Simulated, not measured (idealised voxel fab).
Herein follows the process module entitled voxel transistor to metal.
Cross-section cut: width 140 nm, square cells of 5 nm.
Format of a cross-section: grid, square cells. Given as bands. Order: top down. Band: one or more rows of cells. Each band's line starts with the height of the band's top and of its bottom, in nm. Then come its materials from left to right, each with its width in nm. One material with "edge to edge" fills the band from edge to edge. "empty" is empty space. Basically, 0 is our baseline, since under it the wafer straight out of the box is all one material. The bottom band has no lower end and keeps on going down, so it looks like "0..down". With a width like "30->40", each row of cells in the band differs from the next by the same amount, the top row carrying the first number and the bottom row the second. "no alterations made" for a step: no cell of the cross-section changed in that step. Heads up: "Entrapped voids" only lists the empty pockets with no open path to the top that are 8 cells or more, and it writes them as width x height at distance, distance from the left edge, in nm. What comes after the settings on a step's line is commentary from the simulator itself on that step. Among the settings permitted on a step's line is "overlay nm"; applied to a step with a mask, it specifies the extent to which the mask lay to the right of its planned position, whereas a negative figure signifies a position to the left.
So here's the lineup of process steps we planned
1) RECEIVE: material Si
2) OXIDIZE: depth nm 5
3) CONFORMAL_DEP: material SiN, thk nm 10
4) PATTERN: tone cover, mask id ACTIVE, material resist, width nm 105, thk nm 15, overlay nm 0
5) DIRECTIONAL_ETCH: etch materials SiN, depth nm 10
6) DIRECTIONAL_ETCH: etch materials SiO2, depth nm 5
7) DIRECTIONAL_ETCH: etch materials Si, depth nm 25
8) STRIP: etch materials resist
9) OXIDIZE: depth nm 5
10) FILL_DEP: material SiO2, thk nm 5
11) CMP: height nm 10
12) SELECTIVE_ETCH: etch materials SiO2, depth nm 10
13) STRIP: etch materials SiN
14) SELECTIVE_ETCH: etch materials SiO2, depth nm 5
15) OXIDIZE: depth nm 5
16) DIRECTIONAL_DEP: material polySi, thk nm 25
17) DIRECTIONAL_DEP: material SiCN, thk nm 15
18) PATTERN: tone cover, mask id GATE, material resist, width nm 15, thk nm 20, overlay nm 0
19) DIRECTIONAL_ETCH: etch materials SiCN, depth nm 25
20) DIRECTIONAL_ETCH: etch materials polySi, depth nm 35
21) STRIP: etch materials resist
22) CONFORMAL_DEP: material SiO2, thk nm 5
23) DIRECTIONAL_ETCH: etch materials SiO2, depth nm 5
24) CONFORMAL_DEP: material SiN, thk nm 5
25) DIRECTIONAL_ETCH: etch materials SiN, depth nm 5
26) DIRECTIONAL_ETCH: etch materials SiO2, depth nm 5
27) DIRECTIONAL_ETCH: etch materials Si, depth nm 10
28) EPI: material SiGe, thk nm 10
29) FILL_DEP: material SiO2, thk nm 10
30) CMP: height nm 35
31) DIRECTIONAL_DEP: material SiO2, thk nm 15
32) MASKED_ETCH: tone open, mask id CONTACT, width nm 20, pitch nm 75, etch materials SiO2, depth nm 60, overlay nm 0
33) CONFORMAL_DEP: material TiN, thk nm 5
34) FILL_DEP: material W, thk nm 5
35) CMP: height nm 50
36) CONFORMAL_DEP: material SiN, thk nm 5
37) DIRECTIONAL_DEP: material SiO2, thk nm 25
38) MASKED_ETCH: tone open, mask id METAL_1, width nm 20, pitch nm 75, etch materials SiO2, depth nm 25, overlay nm 0
39) MASKED_ETCH: tone open, mask id METAL_1, width nm 20, pitch nm 75, etch materials SiN, depth nm 5, overlay nm 0
40) CONFORMAL_DEP: material TiN, thk nm 5
41) FILL_DEP: material Cu, thk nm 10
42) CMP: height nm 80
43) CONFORMAL_DEP: material SiCN, thk nm 5
44) DIRECTIONAL_DEP: material SiO2, thk nm 35
45) MASKED_ETCH: tone open, mask id METAL_2_HOLES, width nm 15, pitch nm 75, etch materials SiO2, depth nm 35, overlay nm -5
46) DIRECTIONAL_DEP: material aC, thk nm 15
47) PATTERN: tone open, mask id METAL_2, material resist, width nm 20, pitch nm 75, thk nm 35, overlay nm 0
48) DIRECTIONAL_ETCH: etch materials aC, depth nm 15
49) STRIP: etch materials resist
50) DIRECTIONAL_ETCH: etch materials SiO2, depth nm 20
51) DIRECTIONAL_ETCH: etch materials SiCN, depth nm 5
52) STRIP: etch materials aC
53) CONFORMAL_DEP: material TiN, thk nm 5
54) FILL_DEP: material Ru, thk nm 10
55) CMP: height nm 120
56) CONFORMAL_DEP: material SiN, thk nm 5
Wafers differ in overlay nm at step 45; plan lists the first wafer's value; identical starting state.
Cross-section: the first of several wafers in its as-received state, i.e. following step 1
* 0..down  Si edge to edge
* Entrapped voids: none
Last step of the module is step 56; after it, the first of several wafers in cross-section
* 125..120  SiN edge to edge
* 120..105  15 SiO2, then 5 TiN, then 15 Ru, then 5 TiN, then 50 SiO2, then 5 TiN, then 15 Ru, then 5 TiN, then 25 SiO2
* 105..100  15 SiO2, then 5 TiN, then 5 Ru, then 15 TiN, then 50 SiO2, then 5 TiN, then 5 Ru, then 15 TiN, then 25 SiO2
* 100..90  15 SiO2, then 5 TiN, then 5 Ru, then 5 TiN, then 60 SiO2, then 5 TiN, then 5 Ru, then 5 TiN, then 35 SiO2
* 90..85  15 SiO2, then 15 TiN, then 60 SiO2, then 15 TiN, then 35 SiO2
* 85..80  20 SiCN, then 10 TiN, then 65 SiCN, then 10 TiN, then 35 SiCN
* 80..55  20 SiO2, then 5 TiN, then 10 Cu, then 5 TiN, then 55 SiO2, then 5 TiN, then 10 Cu, then 5 TiN, then 25 SiO2
* 55..50  20 SiN, then 20 TiN, then 55 SiN, then 20 TiN, then 25 SiN
* 50..35  20 SiO2, then 5 TiN, then 10 W, then 5 TiN, then 55 SiO2, then 5 TiN, then 10 W, then 5 TiN, then 25 SiO2
* 35..20  20 SiO2, then 5 TiN, then 10 W, then 5 TiN, then 10 SiO2, then 5 SiN, then 5 SiO2, then 15 SiCN, then 5 SiO2, then 5 SiN, then 10 SiO2, then 5 TiN, then 10 W, then 5 TiN, then 25 SiO2
* 20..0  20 SiO2, then 5 TiN, then 10 W, then 5 TiN, then 10 SiO2, then 5 SiN, then 5 SiO2, then 15 polySi, then 5 SiO2, then 5 SiN, then 10 SiO2, then 5 TiN, then 10 W, then 5 TiN, then 25 SiO2
* 0..-5  20 SiO2, then 5 TiN, then 10 W, then 5 TiN, then 10 SiGe, then 5 SiN, then 5 SiO2, then 15 polySi, then 5 SiO2, then 5 SiN, then 10 SiGe, then 5 TiN, then 10 W, then 5 TiN, then 25 SiO2
* -5..-10  20 SiO2, then 20 TiN, then 10 SiGe, then 35 SiO2, then 10 SiGe, then 20 TiN, then 25 SiO2
* -10..-20  20 SiO2, then 30 SiGe, then 35 Si, then 30 SiGe, then 25 SiO2
* -20..-35  20 SiO2, then 95 Si, then 25 SiO2
* -35..down  Si edge to edge
* Entrapped voids: none
Cross-sectional depiction of the last of several wafers upon completion of the module
* 125..120  SiN edge to edge
* 120..105  20 SiO2, then 5 TiN, then 20 Ru, then 5 TiN, then 45 SiO2, then 5 TiN, then 20 Ru, then 5 TiN, then 15 SiO2
* 105..100  20 SiO2, then 20 TiN, then 5 Ru, then 5 TiN, then 45 SiO2, then 20 TiN, then 5 Ru, then 5 TiN, then 15 SiO2
* 100..90  35 SiO2, then 5 TiN, then 5 Ru, then 5 TiN, then 60 SiO2, then 5 TiN, then 5 Ru, then 5 TiN, then 15 SiO2
* 90..85  35 SiO2, then 15 TiN, then 60 SiO2, then 15 TiN, then 15 SiO2
* 85..80  35 SiCN, then 5 TiN, then 70 SiCN, then 5 TiN, then 25 SiCN
* 80..55  20 SiO2, then 5 TiN, then 10 Cu, then 5 TiN, then 55 SiO2, then 5 TiN, then 10 Cu, then 5 TiN, then 25 SiO2
* 55..50  20 SiN, then 20 TiN, then 55 SiN, then 20 TiN, then 25 SiN
* 50..35  20 SiO2, then 5 TiN, then 10 W, then 5 TiN, then 55 SiO2, then 5 TiN, then 10 W, then 5 TiN, then 25 SiO2
* 35..20  20 SiO2, then 5 TiN, then 10 W, then 5 TiN, then 10 SiO2, then 5 SiN, then 5 SiO2, then 15 SiCN, then 5 SiO2, then 5 SiN, then 10 SiO2, then 5 TiN, then 10 W, then 5 TiN, then 25 SiO2
* 20..0  20 SiO2, then 5 TiN, then 10 W, then 5 TiN, then 10 SiO2, then 5 SiN, then 5 SiO2, then 15 polySi, then 5 SiO2, then 5 SiN, then 10 SiO2, then 5 TiN, then 10 W, then 5 TiN, then 25 SiO2
* 0..-5  20 SiO2, then 5 TiN, then 10 W, then 5 TiN, then 10 SiGe, then 5 SiN, then 5 SiO2, then 15 polySi, then 5 SiO2, then 5 SiN, then 10 SiGe, then 5 TiN, then 10 W, then 5 TiN, then 25 SiO2
* -5..-10  20 SiO2, then 20 TiN, then 10 SiGe, then 35 SiO2, then 10 SiGe, then 20 TiN, then 25 SiO2
* -10..-20  20 SiO2, then 30 SiGe, then 35 Si, then 30 SiGe, then 25 SiO2
* -20..-35  20 SiO2, then 95 Si, then 25 SiO2
* -35..down  Si edge to edge
* Entrapped voids: none
Where each wafer stands at the end of the module, a row apiece: cells of each material gained (+) or lost (-) since it was received, then closed voids
overlay nm -5, +20 Cu, +24 Ru, -125 Si, +33 SiCN, +32 SiGe, +64 SiN, +475 SiO2, +118 TiN, +44 W, +15 polySi, Entrapped voids: none
overlay nm 0, +20 Cu, +20 Ru, -125 Si, +31 SiCN, +32 SiGe, +64 SiN, +483 SiO2, +116 TiN, +44 W, +15 polySi, Entrapped voids: none
overlay nm 5, +20 Cu, +20 Ru, -125 Si, +31 SiCN, +32 SiGe, +64 SiN, +483 SiO2, +116 TiN, +44 W, +15 polySi, Entrapped voids: none
overlay nm 10, +20 Cu, +24 Ru, -125 Si, +33 SiCN, +32 SiGe, +64 SiN, +475 SiO2, +118 TiN, +44 W, +15 polySi, Entrapped voids: none
overlay nm 15, +20 Cu, +30 Ru, -125 Si, +35 SiCN, +32 SiGe, +64 SiN, +467 SiO2, +118 TiN, +44 W, +15 polySi, Entrapped voids: none
